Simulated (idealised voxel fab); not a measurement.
This section sets out a process module, namely voxel self aligned vias.
This is section cut - it's 265 nm across, gridded in 5 nm square cells.
For the purposes of this document, a cross-section shall be understood as a grid of square cells, specified as bands listed in top-to-bottom order, each band consisting of one or more rows of cells.
Heights first: top, then bottom, in nm. Then materials, left to right, each with a width in nm. "full width" on a single material: fills the band edge to edge. "empty": empty space.
Zero point of the height axis is 0; under it, received wafer = one material. Lowest band: continues down indefinitely, "0 down".
Graded width ("30->40"): value in top row of band = first number; value in bottom row = second number; row-to-row change constant.
You'll sometimes find "identical to before" written for a step, and that's the way of saying that nowhere in the cross-section did a cell change during that step.
"Closed void register" - sealed voids, min. 8 cells, no opening to top; format: width x height at distance (distance from left edge; nm throughout).
If you see something after the settings on a step's line, that's the simulator's own remark about that step.
Steps that use a mask can have "overlay nm" on their line. It says how far the mask sat to the right of where it was meant to be. Negative means to the left.
The remainder of this document consists of a sequence of paired cross-sections. Each pair presents the cross-section prior to one process step together with the cross-section following it, the latter being rendered only as deep as the lowest band that underwent change. The intervening step, together with its settings, is stated beneath each pair. Because the pairs may originate from different runs of this module on the same starting wafer, a given pair is to be read as continuing from the preceding pair only where its entry headed "Pre-step view" so indicates.

## Pre-step view
  0 down: Si full width
  Closed void register: none

## Cross-Section Thereafter
  10 to 0: SiO2 full width
  Lower than 0, everything is as it was.
  Closed void register: none
The step occurring between the two cross-sections depicted above is identified as CONFORMAL_DEP, material SiO2, thk nm 10

Pre-step view: identical to the post-step cross-section of the immediately preceding pair.

## Cross-Section Thereafter
  15 to 10: SiCN full width
  Lower than 10, everything is as it was.
  Closed void register: none
The step occurring between the two cross-sections depicted above is identified as CONFORMAL_DEP, material SiCN, thk nm 5

Pre-step view: identical to the post-step cross-section of the immediately preceding pair.

## Cross-Section Thereafter
  35 to 15: SiO2 full width
  Lower than 15, everything is as it was.
  Closed void register: none
The step occurring between the two cross-sections depicted above is identified as DIRECTIONAL_DEP, material SiO2, thk nm 20

Pre-step view: identical to the post-step cross-section of the immediately preceding pair.

## Cross-Section Thereafter
  35 to 15: 90 nm SiO2, 20 nm empty, 40 nm SiO2, 20 nm empty, 95 nm SiO2
  Lower than 15, everything is as it was.
  Closed void register: none
The step occurring between the two cross-sections depicted above is identified as MASKED_ETCH, tone open, mask id LINES, width nm 20, pitch nm 60, etch materials SiO2, depth nm 20, overlay nm 0

Pre-step view: identical to the post-step cross-section of the immediately preceding pair.

## Cross-Section Thereafter
  40 to 35: 95 nm TiN, 10 nm empty, 50 nm TiN, 10 nm empty, 100 nm TiN
  35 to 20: 90 nm SiO2, 5 nm TiN, 10 nm empty, 5 nm TiN, 40 nm SiO2, 5 nm TiN, 10 nm empty, 5 nm TiN, 95 nm SiO2
  20 to 15: 90 nm SiO2, 20 nm TiN, 40 nm SiO2, 20 nm TiN, 95 nm SiO2
  Lower than 15, everything is as it was.
  Closed void register: none
The step occurring between the two cross-sections depicted above is identified as CONFORMAL_DEP, material TiN, thk nm 5

Pre-step view: identical to the post-step cross-section of the immediately preceding pair.

## Cross-Section Thereafter
  50 to 40: Ru full width
  40 to 35: 95 nm TiN, 10 nm Ru, 50 nm TiN, 10 nm Ru, 100 nm TiN
  35 to 20: 90 nm SiO2, 5 nm TiN, 10 nm Ru, 5 nm TiN, 40 nm SiO2, 5 nm TiN, 10 nm Ru, 5 nm TiN, 95 nm SiO2
  Lower than 20, everything is as it was.
  Closed void register: none
The step occurring between the two cross-sections depicted above is identified as FILL_DEP, material Ru, thk nm 10

Pre-step view: identical to the post-step cross-section of the immediately preceding pair.

## Cross-Section Thereafter
  35 to 20: 90 nm SiO2, 5 nm TiN, 10 nm Ru, 5 nm TiN, 40 nm SiO2, 5 nm TiN, 10 nm Ru, 5 nm TiN, 95 nm SiO2
  Lower than 20, everything is as it was.
  Closed void register: none
The step occurring between the two cross-sections depicted above is identified as CMP, height nm 35

Pre-step view: identical to the post-step cross-section of the immediately preceding pair.

## Cross-Section Thereafter
  35 to 25: 90 nm SiO2, 20 nm empty, 40 nm SiO2, 20 nm empty, 95 nm SiO2
  Lower than 25, everything is as it was.
  Closed void register: none
The step occurring between the two cross-sections depicted above is identified as SELECTIVE_ETCH, etch materials W Ru TiN, depth nm 10

Pre-step view: identical to the post-step cross-section of the immediately preceding pair.

## Cross-Section Thereafter
  40 to 35: SiN full width
  35 to 25: 90 nm SiO2, 20 nm SiN, 40 nm SiO2, 20 nm SiN, 95 nm SiO2
  Lower than 25, everything is as it was.
  Closed void register: none
The step occurring between the two cross-sections depicted above is identified as FILL_DEP, material SiN, thk nm 5

Pre-step view: identical to the post-step cross-section of the immediately preceding pair.

## Cross-Section Thereafter
  35 to 25: 90 nm SiO2, 20 nm SiN, 40 nm SiO2, 20 nm SiN, 95 nm SiO2
  Lower than 25, everything is as it was.
  Closed void register: none
The step occurring between the two cross-sections depicted above is identified as CMP, height nm 35

Pre-step view: identical to the post-step cross-section of the immediately preceding pair.

## Cross-Section Thereafter
  55 to 35: SiO2 full width
  Lower than 35, everything is as it was.
  Closed void register: none
The step occurring between the two cross-sections depicted above is identified as DIRECTIONAL_DEP, material SiO2, thk nm 20

Pre-step view: identical to the post-step cross-section of the immediately preceding pair.

## Cross-Section Thereafter
  75 to 55: 85 nm resist, 30 nm empty, 30 nm resist, 30 nm empty, 90 nm resist
  Lower than 55, everything is as it was.
  Closed void register: none
The step occurring between the two cross-sections depicted above is identified as PATTERN, tone open, mask id VIAS, material resist, width nm 30, pitch nm 60, thk nm 20, overlay nm 0

Pre-step view: identical to the post-step cross-section of the immediately preceding pair.

## Cross-Section Thereafter
  75 to 55: 85 nm resist, 30 nm empty, 30 nm resist, 30 nm empty, 90 nm resist
  55 to 35: 85 nm SiO2, 30 nm empty, 30 nm SiO2, 30 nm empty, 90 nm SiO2
  Lower than 35, everything is as it was.
  Closed void register: none
The step occurring between the two cross-sections depicted above is identified as DIRECTIONAL_ETCH, etch materials SiO2, depth nm 20

Pre-step view: identical to the post-step cross-section of the immediately preceding pair.

## Cross-Section Thereafter
  75 to 55: 85 nm resist, 30 nm empty, 30 nm resist, 30 nm empty, 90 nm resist
  55 to 35: 85 nm SiO2, 30 nm empty, 30 nm SiO2, 30 nm empty, 90 nm SiO2
  35 to 25: 90 nm SiO2, 20 nm empty, 40 nm SiO2, 20 nm empty, 95 nm SiO2
  Lower than 25, everything is as it was.
  Closed void register: none
The step occurring between the two cross-sections depicted above is identified as DIRECTIONAL_ETCH, etch materials SiN, depth nm 10

Pre-step view: identical to the post-step cross-section of the immediately preceding pair.

## Cross-Section Thereafter
  55 to 35: 85 nm SiO2, 30 nm empty, 30 nm SiO2, 30 nm empty, 90 nm SiO2
  Lower than 35, everything is as it was.
  Closed void register: none
The step occurring between the two cross-sections depicted above is identified as STRIP, etch materials resist

Pre-step view: identical to the post-step cross-section of the immediately preceding pair.

## Cross-Section Thereafter
  60 to 55: 90 nm TiN, 20 nm empty, 40 nm TiN, 20 nm empty, 95 nm TiN
  55 to 40: 85 nm SiO2, 5 nm TiN, 20 nm empty, 5 nm TiN, 30 nm SiO2, 5 nm TiN, 20 nm empty, 5 nm TiN, 90 nm SiO2
  40 to 30: 85->90 nm SiO2, 10->5 nm TiN, 10 nm empty, 10->5 nm TiN, 30->40 nm SiO2, 10->5 nm TiN, 10 nm empty, 10->5 nm TiN, 90->95 nm SiO2
  30 to 25: 90 nm SiO2, 20 nm TiN, 40 nm SiO2, 20 nm TiN, 95 nm SiO2
  Lower than 25, everything is as it was.
  Closed void register: none
The step occurring between the two cross-sections depicted above is identified as CONFORMAL_DEP, material TiN, thk nm 5

Pre-step view: identical to the post-step cross-section of the immediately preceding pair.

## Cross-Section Thereafter
  70 to 60: Ru full width
  60 to 55: 90 nm TiN, 20 nm Ru, 40 nm TiN, 20 nm Ru, 95 nm TiN
  55 to 40: 85 nm SiO2, 5 nm TiN, 20 nm Ru, 5 nm TiN, 30 nm SiO2, 5 nm TiN, 20 nm Ru, 5 nm TiN, 90 nm SiO2
  40 to 30: 85->90 nm SiO2, 10->5 nm TiN, 10 nm Ru, 10->5 nm TiN, 30->40 nm SiO2, 10->5 nm TiN, 10 nm Ru, 10->5 nm TiN, 90->95 nm SiO2
  Lower than 30, everything is as it was.
  Closed void register: none
The step occurring between the two cross-sections depicted above is identified as FILL_DEP, material Ru, thk nm 10

Pre-step view: identical to the post-step cross-section of the immediately preceding pair.

## Cross-Section Thereafter
  55 to 40: 85 nm SiO2, 5 nm TiN, 20 nm Ru, 5 nm TiN, 30 nm SiO2, 5 nm TiN, 20 nm Ru, 5 nm TiN, 90 nm SiO2
  Lower than 40, everything is as it was.
  Closed void register: none
The step occurring between the two cross-sections depicted above is identified as CMP, height nm 55

Pre-step view: identical to the post-step cross-section of the immediately preceding pair.

## Cross-Section Thereafter
  60 to 55: SiCN full width
  Lower than 55, everything is as it was.
  Closed void register: none
The step occurring between the two cross-sections depicted above is identified as CONFORMAL_DEP, material SiCN, thk nm 5

## Pre-step view
  10 to 0: SiO2 full width
  0 down: Si full width
  Closed void register: none

## Cross-Section Thereafter
  30 to 0: SiO2 full width
  Lower than 0, everything is as it was.
  Closed void register: none
The step occurring between the two cross-sections depicted above is identified as DIRECTIONAL_DEP, material SiO2, thk nm 20

Pre-step view: identical to the post-step cross-section of the immediately preceding pair.

## Cross-Section Thereafter
  30 to 10: 90 nm SiO2, 20 nm empty, 40 nm SiO2, 20 nm empty, 95 nm SiO2
  Lower than 10, everything is as it was.
  Closed void register: none
The step occurring between the two cross-sections depicted above is identified as MASKED_ETCH, tone open, mask id LINES, width nm 20, pitch nm 60, etch materials SiO2, depth nm 20, overlay nm 0

Pre-step view: identical to the post-step cross-section of the immediately preceding pair.

## Cross-Section Thereafter
  35 to 30: 95 nm TiN, 10 nm empty, 50 nm TiN, 10 nm empty, 100 nm TiN
  30 to 15: 90 nm SiO2, 5 nm TiN, 10 nm empty, 5 nm TiN, 40 nm SiO2, 5 nm TiN, 10 nm empty, 5 nm TiN, 95 nm SiO2
  15 to 10: 90 nm SiO2, 20 nm TiN, 40 nm SiO2, 20 nm TiN, 95 nm SiO2
  Lower than 10, everything is as it was.
  Closed void register: none
The step occurring between the two cross-sections depicted above is identified as CONFORMAL_DEP, material TiN, thk nm 5

Pre-step view: identical to the post-step cross-section of the immediately preceding pair.

## Cross-Section Thereafter
  45 to 35: Ru full width
  35 to 30: 95 nm TiN, 10 nm Ru, 50 nm TiN, 10 nm Ru, 100 nm TiN
  30 to 15: 90 nm SiO2, 5 nm TiN, 10 nm Ru, 5 nm TiN, 40 nm SiO2, 5 nm TiN, 10 nm Ru, 5 nm TiN, 95 nm SiO2
  Lower than 15, everything is as it was.
  Closed void register: none
The step occurring between the two cross-sections depicted above is identified as FILL_DEP, material Ru, thk nm 10

Pre-step view: identical to the post-step cross-section of the immediately preceding pair.

## Cross-Section Thereafter
  35 to 30: 95 nm TiN, 10 nm Ru, 50 nm TiN, 10 nm Ru, 100 nm TiN
  Lower than 30, everything is as it was.
  Closed void register: none
The step occurring between the two cross-sections depicted above is identified as CMP, height nm 35

Pre-step view: identical to the post-step cross-section of the immediately preceding pair.

## Cross-Section Thereafter
  30 to 25: 90 nm SiO2, 20 nm empty, 40 nm SiO2, 20 nm empty, 95 nm SiO2
  Lower than 25, everything is as it was.
  Closed void register: none
The step occurring between the two cross-sections depicted above is identified as SELECTIVE_ETCH, etch materials W Ru TiN, depth nm 10

Pre-step view: identical to the post-step cross-section of the immediately preceding pair.

## Cross-Section Thereafter
  35 to 30: SiN full width
  30 to 25: 90 nm SiO2, 20 nm SiN, 40 nm SiO2, 20 nm SiN, 95 nm SiO2
  Lower than 25, everything is as it was.
  Closed void register: none
The step occurring between the two cross-sections depicted above is identified as FILL_DEP, material SiN, thk nm 5

Pre-step view: identical to the post-step cross-section of the immediately preceding pair.

## Cross-Section Thereafter
  55 to 35: SiO2 full width
  Lower than 35, everything is as it was.
  Closed void register: none
The step occurring between the two cross-sections depicted above is identified as DIRECTIONAL_DEP, material SiO2, thk nm 20

Pre-step view: identical to the post-step cross-section of the immediately preceding pair.

## Cross-Section Thereafter
  75 to 55: 85 nm resist, 30 nm empty, 30 nm resist, 30 nm empty, 90 nm resist
  Lower than 55, everything is as it was.
  Closed void register: none
The step occurring between the two cross-sections depicted above is identified as PATTERN, tone open, mask id VIAS, material resist, width nm 30, pitch nm 60, thk nm 20, overlay nm 0

Pre-step view: identical to the post-step cross-section of the immediately preceding pair.

## Cross-Section Thereafter
  75 to 55: 85 nm resist, 30 nm empty, 30 nm resist, 30 nm empty, 90 nm resist
  55 to 35: 85 nm SiO2, 30 nm empty, 30 nm SiO2, 30 nm empty, 90 nm SiO2
  Lower than 35, everything is as it was.
  Closed void register: none
The step occurring between the two cross-sections depicted above is identified as DIRECTIONAL_ETCH, etch materials SiO2, depth nm 20

Pre-step view: identical to the post-step cross-section of the immediately preceding pair.

## Cross-Section Thereafter
  75 to 55: 85 nm resist, 30 nm empty, 30 nm resist, 30 nm empty, 90 nm resist
  55 to 35: 85 nm SiO2, 30 nm empty, 30 nm SiO2, 30 nm empty, 90 nm SiO2
  35 to 30: 85 nm SiN, 30 nm empty, 30 nm SiN, 30 nm empty, 90 nm SiN
  30 to 25: 90 nm SiO2, 20 nm empty, 40 nm SiO2, 20 nm empty, 95 nm SiO2
  Lower than 25, everything is as it was.
  Closed void register: none
The step occurring between the two cross-sections depicted above is identified as DIRECTIONAL_ETCH, etch materials SiN, depth nm 10

Pre-step view: identical to the post-step cross-section of the immediately preceding pair.

## Cross-Section Thereafter
  55 to 35: 85 nm SiO2, 30 nm empty, 30 nm SiO2, 30 nm empty, 90 nm SiO2
  Lower than 35, everything is as it was.
  Closed void register: none
The step occurring between the two cross-sections depicted above is identified as STRIP, etch materials resist

Pre-step view: identical to the post-step cross-section of the immediately preceding pair.

## Cross-Section Thereafter
  60 to 55: 90 nm TiN, 20 nm empty, 40 nm TiN, 20 nm empty, 95 nm TiN
  55 to 35: 85 nm SiO2, 5 nm TiN, 20 nm empty, 5 nm TiN, 30 nm SiO2, 5 nm TiN, 20 nm empty, 5 nm TiN, 90 nm SiO2
  35 to 30: 85 nm SiN, 10 nm TiN, 10 nm empty, 10 nm TiN, 30 nm SiN, 10 nm TiN, 10 nm empty, 10 nm TiN, 90 nm SiN
  30 to 25: 90 nm SiO2, 20 nm TiN, 40 nm SiO2, 20 nm TiN, 95 nm SiO2
  Lower than 25, everything is as it was.
  Closed void register: none
The step occurring between the two cross-sections depicted above is identified as CONFORMAL_DEP, material TiN, thk nm 5

Pre-step view: identical to the post-step cross-section of the immediately preceding pair.

## Cross-Section Thereafter
  70 to 60: Ru full width
  60 to 55: 90 nm TiN, 20 nm Ru, 40 nm TiN, 20 nm Ru, 95 nm TiN
  55 to 35: 85 nm SiO2, 5 nm TiN, 20 nm Ru, 5 nm TiN, 30 nm SiO2, 5 nm TiN, 20 nm Ru, 5 nm TiN, 90 nm SiO2
  35 to 30: 85 nm SiN, 10 nm TiN, 10 nm Ru, 10 nm TiN, 30 nm SiN, 10 nm TiN, 10 nm Ru, 10 nm TiN, 90 nm SiN
  Lower than 30, everything is as it was.
  Closed void register: none
The step occurring between the two cross-sections depicted above is identified as FILL_DEP, material Ru, thk nm 10

Pre-step view: identical to the post-step cross-section of the immediately preceding pair.

## Cross-Section Thereafter
  55 to 35: 85 nm SiO2, 5 nm TiN, 20 nm Ru, 5 nm TiN, 30 nm SiO2, 5 nm TiN, 20 nm Ru, 5 nm TiN, 90 nm SiO2
  Lower than 35, everything is as it was.
  Closed void register: none
The step occurring between the two cross-sections depicted above is identified as CMP, height nm 55

Pre-step view: identical to the post-step cross-section of the immediately preceding pair.

## Cross-Section Thereafter
  60 to 55: SiCN full width
  Lower than 55, everything is as it was.
  Closed void register: none
The step occurring between the two cross-sections depicted above is identified as CONFORMAL_DEP, material SiCN, thk nm 5

## Pre-step view
  75 to 55: 85 nm resist, 30 nm empty, 30 nm resist, 30 nm empty, 90 nm resist
  55 to 35: 85 nm SiO2, 30 nm empty, 30 nm SiO2, 30 nm empty, 90 nm SiO2
  35 to 25: 90 nm SiO2, 20 nm SiN, 40 nm SiO2, 20 nm SiN, 95 nm SiO2
  25 to 20: 90 nm SiO2, 5 nm TiN, 10 nm Ru, 5 nm TiN, 40 nm SiO2, 5 nm TiN, 10 nm Ru, 5 nm TiN, 95 nm SiO2
  20 to 15: 90 nm SiO2, 20 nm TiN, 40 nm SiO2, 20 nm TiN, 95 nm SiO2
  15 to 10: SiCN full width
  10 to 0: SiO2 full width
  0 down: Si full width
  Closed void register: none

## Cross-Section Thereafter
  75 to 55: 85 nm resist, 30 nm empty, 30 nm resist, 30 nm empty, 90 nm resist
  55 to 35: 85 nm SiO2, 30 nm empty, 30 nm SiO2, 30 nm empty, 90 nm SiO2
  35 to 25: 85 nm SiO2, 5 nm empty, 20 nm SiN, 5 nm empty, 30 nm SiO2, 5 nm empty, 20 nm SiN, 5 nm empty, 90 nm SiO2
  25 to 20: 85 nm SiO2, 5 nm empty, 5 nm TiN, 10 nm Ru, 5 nm TiN, 5 nm empty, 30 nm SiO2, 5 nm empty, 5 nm TiN, 10 nm Ru, 5 nm TiN, 5 nm empty, 90 nm SiO2
  20 to 15: 85 nm SiO2, 5 nm empty, 20 nm TiN, 5 nm empty, 30 nm SiO2, 5 nm empty, 20 nm TiN, 5 nm empty, 90 nm SiO2
  Lower than 15, everything is as it was.
  Closed void register: none
The step occurring between the two cross-sections depicted above is identified as DIRECTIONAL_ETCH, etch materials SiO2, depth nm 20

Pre-step view: identical to the post-step cross-section of the immediately preceding pair.

## Cross-Section Thereafter
  75 to 55: 85 nm resist, 30 nm empty, 30 nm resist, 30 nm empty, 90 nm resist
  55 to 25: 85 nm SiO2, 30 nm empty, 30 nm SiO2, 30 nm empty, 90 nm SiO2
  Lower than 25, everything is as it was.
  Closed void register: none
The step occurring between the two cross-sections depicted above is identified as DIRECTIONAL_ETCH, etch materials SiN, depth nm 10

Pre-step view: identical to the post-step cross-section of the immediately preceding pair.

## Cross-Section Thereafter
  55 to 25: 85 nm SiO2, 30 nm empty, 30 nm SiO2, 30 nm empty, 90 nm SiO2
  Lower than 25, everything is as it was.
  Closed void register: none
The step occurring between the two cross-sections depicted above is identified as STRIP, etch materials resist

Pre-step view: identical to the post-step cross-section of the immediately preceding pair.

## Cross-Section Thereafter
  60 to 55: 90 nm TiN, 20 nm empty, 40 nm TiN, 20 nm empty, 95 nm TiN
  55 to 30: 85 nm SiO2, 5 nm TiN, 20 nm empty, 5 nm TiN, 30 nm SiO2, 5 nm TiN, 20 nm empty, 5 nm TiN, 90 nm SiO2
  30 to 25: 85 nm SiO2, 30 nm TiN, 30 nm SiO2, 30 nm TiN, 90 nm SiO2
  25 to 20: 85 nm SiO2, 10 nm TiN, 10 nm Ru, 10 nm TiN, 30 nm SiO2, 10 nm TiN, 10 nm Ru, 10 nm TiN, 90 nm SiO2
  20 to 15: 85 nm SiO2, 30 nm TiN, 30 nm SiO2, 30 nm TiN, 90 nm SiO2
  Lower than 15, everything is as it was.
  Closed void register: none
The step occurring between the two cross-sections depicted above is identified as CONFORMAL_DEP, material TiN, thk nm 5

Pre-step view: identical to the post-step cross-section of the immediately preceding pair.

## Cross-Section Thereafter
  70 to 60: Ru full width
  60 to 55: 90 nm TiN, 20 nm Ru, 40 nm TiN, 20 nm Ru, 95 nm TiN
  55 to 30: 85 nm SiO2, 5 nm TiN, 20 nm Ru, 5 nm TiN, 30 nm SiO2, 5 nm TiN, 20 nm Ru, 5 nm TiN, 90 nm SiO2
  Lower than 30, everything is as it was.
  Closed void register: none
The step occurring between the two cross-sections depicted above is identified as FILL_DEP, material Ru, thk nm 10

Pre-step view: identical to the post-step cross-section of the immediately preceding pair.

## Cross-Section Thereafter
  55 to 30: 85 nm SiO2, 5 nm TiN, 20 nm Ru, 5 nm TiN, 30 nm SiO2, 5 nm TiN, 20 nm Ru, 5 nm TiN, 90 nm SiO2
  Lower than 30, everything is as it was.
  Closed void register: none
The step occurring between the two cross-sections depicted above is identified as CMP, height nm 55

Pre-step view: identical to the post-step cross-section of the immediately preceding pair.

## Cross-Section Thereafter
  60 to 55: SiCN full width
  Lower than 55, everything is as it was.
  Closed void register: none
The step occurring between the two cross-sections depicted above is identified as CONFORMAL_DEP, material SiCN, thk nm 5

## Pre-step view
  30 to 0: SiO2 full width
  0 down: Si full width
  Closed void register: none

## Cross-Section Thereafter
  35 to 30: SiCN full width
  Lower than 30, everything is as it was.
  Closed void register: none
The step occurring between the two cross-sections depicted above is identified as CONFORMAL_DEP, material SiCN, thk nm 5

Pre-step view: identical to the post-step cross-section of the immediately preceding pair.

## Cross-Section Thereafter
  40 to 35: TiN full width
  Lower than 35, everything is as it was.
  Closed void register: none
The step occurring between the two cross-sections depicted above is identified as CONFORMAL_DEP, material TiN, thk nm 5

Pre-step view: identical to the post-step cross-section of the immediately preceding pair.

## Cross-Section Thereafter
  50 to 40: Ru full width
  Lower than 40, everything is as it was.
  Closed void register: none
The step occurring between the two cross-sections depicted above is identified as FILL_DEP, material Ru, thk nm 10

Pre-step view: identical to the post-step cross-section of the immediately preceding pair.

## Cross-Section Thereafter
  35 to 30: SiCN full width
  Lower than 30, everything is as it was.
  Closed void register: none
The step occurring between the two cross-sections depicted above is identified as CMP, height nm 35

Pre-step view: identical to the post-step cross-section of the immediately preceding pair.

## Cross-Section Thereafter
  40 to 35: SiN full width
  Lower than 35, everything is as it was.
  Closed void register: none
The step occurring between the two cross-sections depicted above is identified as FILL_DEP, material SiN, thk nm 5

Pre-step view: identical to the post-step cross-section of the immediately preceding pair.

## Cross-Section Thereafter
  35 to 30: SiCN full width
  Lower than 30, everything is as it was.
  Closed void register: none
The step occurring between the two cross-sections depicted above is identified as CMP, height nm 35

Pre-step view: identical to the post-step cross-section of the immediately preceding pair.

## Cross-Section Thereafter
  55 to 35: SiO2 full width
  Lower than 35, everything is as it was.
  Closed void register: none
The step occurring between the two cross-sections depicted above is identified as DIRECTIONAL_DEP, material SiO2, thk nm 20

Pre-step view: identical to the post-step cross-section of the immediately preceding pair.

## Cross-Section Thereafter
  75 to 55: 85 nm resist, 30 nm empty, 30 nm resist, 30 nm empty, 90 nm resist
  Lower than 55, everything is as it was.
  Closed void register: none
The step occurring between the two cross-sections depicted above is identified as PATTERN, tone open, mask id VIAS, material resist, width nm 30, pitch nm 60, thk nm 20, overlay nm 0

Pre-step view: identical to the post-step cross-section of the immediately preceding pair.

## Cross-Section Thereafter
  75 to 55: 85 nm resist, 30 nm empty, 30 nm resist, 30 nm empty, 90 nm resist
  55 to 35: 85 nm SiO2, 30 nm empty, 30 nm SiO2, 30 nm empty, 90 nm SiO2
  Lower than 35, everything is as it was.
  Closed void register: none
The step occurring between the two cross-sections depicted above is identified as DIRECTIONAL_ETCH, etch materials SiO2, depth nm 20

Pre-step view: identical to the post-step cross-section of the immediately preceding pair.

## Cross-Section Thereafter
  55 to 35: 85 nm SiO2, 30 nm empty, 30 nm SiO2, 30 nm empty, 90 nm SiO2
  Lower than 35, everything is as it was.
  Closed void register: none
The step occurring between the two cross-sections depicted above is identified as STRIP, etch materials resist

Pre-step view: identical to the post-step cross-section of the immediately preceding pair.

## Cross-Section Thereafter
  60 to 55: 90 nm TiN, 20 nm empty, 40 nm TiN, 20 nm empty, 95 nm TiN
  55 to 40: 85 nm SiO2, 5 nm TiN, 20 nm empty, 5 nm TiN, 30 nm SiO2, 5 nm TiN, 20 nm empty, 5 nm TiN, 90 nm SiO2
  40 to 35: 85 nm SiO2, 30 nm TiN, 30 nm SiO2, 30 nm TiN, 90 nm SiO2
  Lower than 35, everything is as it was.
  Closed void register: none
The step occurring between the two cross-sections depicted above is identified as CONFORMAL_DEP, material TiN, thk nm 5

Pre-step view: identical to the post-step cross-section of the immediately preceding pair.

## Cross-Section Thereafter
  70 to 60: Ru full width
  60 to 55: 90 nm TiN, 20 nm Ru, 40 nm TiN, 20 nm Ru, 95 nm TiN
  55 to 40: 85 nm SiO2, 5 nm TiN, 20 nm Ru, 5 nm TiN, 30 nm SiO2, 5 nm TiN, 20 nm Ru, 5 nm TiN, 90 nm SiO2
  Lower than 40, everything is as it was.
  Closed void register: none
The step occurring between the two cross-sections depicted above is identified as FILL_DEP, material Ru, thk nm 10

Pre-step view: identical to the post-step cross-section of the immediately preceding pair.

## Cross-Section Thereafter
  55 to 40: 85 nm SiO2, 5 nm TiN, 20 nm Ru, 5 nm TiN, 30 nm SiO2, 5 nm TiN, 20 nm Ru, 5 nm TiN, 90 nm SiO2
  Lower than 40, everything is as it was.
  Closed void register: none
The step occurring between the two cross-sections depicted above is identified as CMP, height nm 55

Pre-step view: identical to the post-step cross-section of the immediately preceding pair.

## Cross-Section Thereafter
  60 to 55: SiCN full width
  Lower than 55, everything is as it was.
  Closed void register: none
The step occurring between the two cross-sections depicted above is identified as CONFORMAL_DEP, material SiCN, thk nm 5

## Pre-step view
  35 to 20: 90 nm SiO2, 5 nm TiN, 10 nm Ru, 5 nm TiN, 40 nm SiO2, 5 nm TiN, 10 nm Ru, 5 nm TiN, 95 nm SiO2
  20 to 15: 90 nm SiO2, 20 nm TiN, 40 nm SiO2, 20 nm TiN, 95 nm SiO2
  15 to 10: SiCN full width
  10 to 0: SiO2 full width
  0 down: Si full width
  Closed void register: none

## Cross-Section Thereafter
  35 to 20: 90 nm SiO2, 20 nm empty, 40 nm SiO2, 20 nm empty, 95 nm SiO2
  Lower than 20, everything is as it was.
  Closed void register: none
The step occurring between the two cross-sections depicted above is identified as SELECTIVE_ETCH, etch materials W Ru TiN, depth nm 15

Pre-step view: identical to the post-step cross-section of the immediately preceding pair.

## Cross-Section Thereafter
  40 to 35: SiN full width
  35 to 20: 90 nm SiO2, 20 nm SiN, 40 nm SiO2, 20 nm SiN, 95 nm SiO2
  Lower than 20, everything is as it was.
  Closed void register: none
The step occurring between the two cross-sections depicted above is identified as FILL_DEP, material SiN, thk nm 5

Pre-step view: identical to the post-step cross-section of the immediately preceding pair.

## Cross-Section Thereafter
  35 to 20: 90 nm SiO2, 20 nm SiN, 40 nm SiO2, 20 nm SiN, 95 nm SiO2
  Lower than 20, everything is as it was.
  Closed void register: none
The step occurring between the two cross-sections depicted above is identified as CMP, height nm 35

Pre-step view: identical to the post-step cross-section of the immediately preceding pair.

## Cross-Section Thereafter
  55 to 35: SiO2 full width
  Lower than 35, everything is as it was.
  Closed void register: none
The step occurring between the two cross-sections depicted above is identified as DIRECTIONAL_DEP, material SiO2, thk nm 20

Pre-step view: identical to the post-step cross-section of the immediately preceding pair.

## Cross-Section Thereafter
  75 to 55: 85 nm resist, 30 nm empty, 30 nm resist, 30 nm empty, 90 nm resist
  Lower than 55, everything is as it was.
  Closed void register: none
The step occurring between the two cross-sections depicted above is identified as PATTERN, tone open, mask id VIAS, material resist, width nm 30, pitch nm 60, thk nm 20, overlay nm 0

Pre-step view: identical to the post-step cross-section of the immediately preceding pair.

## Cross-Section Thereafter
  75 to 55: 85 nm resist, 30 nm empty, 30 nm resist, 30 nm empty, 90 nm resist
  55 to 35: 85 nm SiO2, 30 nm empty, 30 nm SiO2, 30 nm empty, 90 nm SiO2
  Lower than 35, everything is as it was.
  Closed void register: none
The step occurring between the two cross-sections depicted above is identified as DIRECTIONAL_ETCH, etch materials SiO2, depth nm 20

Pre-step view: identical to the post-step cross-section of the immediately preceding pair.

## Cross-Section Thereafter
  75 to 55: 85 nm resist, 30 nm empty, 30 nm resist, 30 nm empty, 90 nm resist
  55 to 35: 85 nm SiO2, 30 nm empty, 30 nm SiO2, 30 nm empty, 90 nm SiO2
  35 to 25: 90 nm SiO2, 20 nm empty, 40 nm SiO2, 20 nm empty, 95 nm SiO2
  Lower than 25, everything is as it was.
  Closed void register: none
The step occurring between the two cross-sections depicted above is identified as DIRECTIONAL_ETCH, etch materials SiN, depth nm 10

Pre-step view: identical to the post-step cross-section of the immediately preceding pair.

## Cross-Section Thereafter
  55 to 35: 85 nm SiO2, 30 nm empty, 30 nm SiO2, 30 nm empty, 90 nm SiO2
  Lower than 35, everything is as it was.
  Closed void register: none
The step occurring between the two cross-sections depicted above is identified as STRIP, etch materials resist

Pre-step view: identical to the post-step cross-section of the immediately preceding pair.

## Cross-Section Thereafter
  60 to 55: 90 nm TiN, 20 nm empty, 40 nm TiN, 20 nm empty, 95 nm TiN
  55 to 40: 85 nm SiO2, 5 nm TiN, 20 nm empty, 5 nm TiN, 30 nm SiO2, 5 nm TiN, 20 nm empty, 5 nm TiN, 90 nm SiO2
  40 to 30: 85->90 nm SiO2, 10->5 nm TiN, 10 nm empty, 10->5 nm TiN, 30->40 nm SiO2, 10->5 nm TiN, 10 nm empty, 10->5 nm TiN, 90->95 nm SiO2
  30 to 25: 90 nm SiO2, 20 nm TiN, 40 nm SiO2, 20 nm TiN, 95 nm SiO2
  Lower than 25, everything is as it was.
  Closed void register: none
The step occurring between the two cross-sections depicted above is identified as CONFORMAL_DEP, material TiN, thk nm 5

Pre-step view: identical to the post-step cross-section of the immediately preceding pair.

## Cross-Section Thereafter
  70 to 60: Ru full width
  60 to 55: 90 nm TiN, 20 nm Ru, 40 nm TiN, 20 nm Ru, 95 nm TiN
  55 to 40: 85 nm SiO2, 5 nm TiN, 20 nm Ru, 5 nm TiN, 30 nm SiO2, 5 nm TiN, 20 nm Ru, 5 nm TiN, 90 nm SiO2
  40 to 30: 85->90 nm SiO2, 10->5 nm TiN, 10 nm Ru, 10->5 nm TiN, 30->40 nm SiO2, 10->5 nm TiN, 10 nm Ru, 10->5 nm TiN, 90->95 nm SiO2
  Lower than 30, everything is as it was.
  Closed void register: none
The step occurring between the two cross-sections depicted above is identified as FILL_DEP, material Ru, thk nm 10

Pre-step view: identical to the post-step cross-section of the immediately preceding pair.

## Cross-Section Thereafter
  55 to 40: 85 nm SiO2, 5 nm TiN, 20 nm Ru, 5 nm TiN, 30 nm SiO2, 5 nm TiN, 20 nm Ru, 5 nm TiN, 90 nm SiO2
  Lower than 40, everything is as it was.
  Closed void register: none
The step occurring between the two cross-sections depicted above is identified as CMP, height nm 55
